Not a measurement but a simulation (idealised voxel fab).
process module | voxel air gaps
cross-section cut | 210 nm wide | cells 5 nm
A cross-section is a grid of square cells, given in bands from the top down. A band is one or more rows of cells.
Each band's line starts with the height of the band's top and of its bottom, in nm. Then come its materials from left to right, each with its width in nm. One material with "throughout" fills the band from edge to edge. "air" is empty space.
Height 0 is the level under which the wafer as received is all one material. The lowest band goes on downwards, as in "0 down".
A width such as "30 to 40" changes by the same amount from each row of cells to the next, from the band's top row to its bottom row.
"no change" after a step means that no cell of the cross-section changed.
closed voids: empty space of 8 cells or more with no open way to the top, each as width x height at its distance from the left edge, in nm
after a step's settings: what the simulator itself notes on the step
overlay nm, on a step with a mask: how far to the right of its planned place the mask lay; to the left if negative
plan
1 op RECEIVE | material Si
2 op CONFORMAL_DEP | material SiO2 | thk nm 10
3 op CONFORMAL_DEP | material SiN | thk nm 5
4 op DIRECTIONAL_DEP | material SiO2 | thk nm 35
5 op MASKED_ETCH | tone open | mask id LINES | width nm 15 | pitch nm 40 | etch materials SiO2 | depth nm 35 | overlay nm 0
6 op CONFORMAL_DEP | material TiN | thk nm 5
7 op FILL_DEP | material Cu | thk nm 5
8 op CMP | height nm 50
9 op EPI | material Ru | thk nm 10
10 op SELECTIVE_ETCH | etch materials SiO2 | depth nm 45
11 op CONFORMAL_DEP | material SiCN | thk nm 5
as received, after step 1
  0 down: Si throughout
  closed voids: none
a wafer at the end: this start, this plan, one mistake
  60 to 50: air 45 | Ru 35 | air 5 | Ru 35 | air 5 | Ru 35 | air 50
  50 to 20: air 55 | TiN 5 | Cu 5 | TiN 5 | air 25 | TiN 5 | Cu 5 | TiN 5 | air 25 | TiN 5 | Cu 5 | TiN 5 | air 60
  20 to 15: air 55 | TiN 15 | air 25 | TiN 15 | air 25 | TiN 15 | air 60
  15 to 10: SiN throughout
  10 to 0: SiO2 throughout
  0 down: Si throughout
  closed voids: none
what went wrong: step 11 was left out
